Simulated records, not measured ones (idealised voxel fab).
Module name: voxel self aligned contacts (process module)
Cross-sectional view cut (width: 185 nm; square cell size: 5 nm).
Cross-section, as written here: a square-cell grid given band by band from the top down, where a band holds one or more rows of cells. In this notation a band is specified by the heights of its top and bottom, in that order and in nm, after which its materials appear from left to right, each paired with its width in nm. The word "everywhere" attached to a single material means that material fills the band from edge to edge; the word "empty" stands for empty space. Counting heights begins at 0, where everything beneath is, in the wafer as received, one material. The lowest band has no bottom; it goes on downwards, as "0 -> down" shows. So if you see something like "30..40" for the width, read it as the top row of the band sitting at the first number and the bottom row at the second, with every row in between moving by the same amount as the last. "no modifications" after a step means that no cell of the cross-section changed. The entry "Sealed-off cavities" lists the empty spaces that cover at least 8 cells and have no open path to the top. Each is written as width x height at distance, where the distance is measured from the left edge and all three values are in nm. If you see something after the settings on a step's line, that's the simulator's own remark about that step. overlay nm: step with mask; distance mask lay right of planned place; negative value = left of planned place.

Steps planned for the process
1,RECEIVE [material Si]
2,CONFORMAL_DEP [material SiO2] [thk nm 5]
3,DIRECTIONAL_DEP [material polySi] [thk nm 20]
4,DIRECTIONAL_DEP [material SiN] [thk nm 15]
5,PATTERN [tone cover] [mask id GATE] [material resist] [width nm 30] [pitch nm 60] [thk nm 15] [overlay nm 0]
6,DIRECTIONAL_ETCH [etch materials SiN] [depth nm 15]
7,DIRECTIONAL_ETCH [etch materials polySi] [depth nm 20]
8,STRIP [etch materials resist]
9,CONFORMAL_DEP [material SiN] [thk nm 5]
10,DIRECTIONAL_ETCH [etch materials SiN] [depth nm 5]
11,FILL_DEP [material SiO2] [thk nm 15]
12,CMP [height nm 45]
13,MASKED_ETCH [tone open] [mask id CONTACT] [width nm 40] [pitch nm 60] [etch materials SiO2] [depth nm 45] [overlay nm 0]
14,CONFORMAL_DEP [material TiN] [thk nm 5]
15,FILL_DEP [material W] [thk nm 5]
16,CMP [height nm 35]
17,CONFORMAL_DEP [material SiCN] [thk nm 5]
Variable across wafers: step 16 height nm (plan value is that of the first wafer; starting state common to all).

Cut through the first of several wafers as received, post step 1
0 -> down = Si everywhere
Sealed-off cavities: none

Row per wafer, end-of-module: cell gain (+)/loss (-) by material since the wafer came in, then closed voids
height nm 35, +37 SiCN, +72 SiN, +59 SiO2, +32 TiN, +24 W, +72 polySi, Sealed-off cavities: none
height nm 40, +37 SiCN, +96 SiN, +64 SiO2, +36 TiN, +28 W, +72 polySi, Sealed-off cavities: none
height nm 45, +37 SiCN, +96 SiN, +85 SiO2, +48 TiN, +32 W, +72 polySi, Sealed-off cavities: none
height nm 50, +37 SiCN, +96 SiN, +85 SiO2, +73 TiN, +44 W, +72 polySi, Sealed-off cavities: none
height nm 55, +37 SiCN, +96 SiN, +85 SiO2, +73 TiN, +81 W, +72 polySi, Sealed-off cavities: none
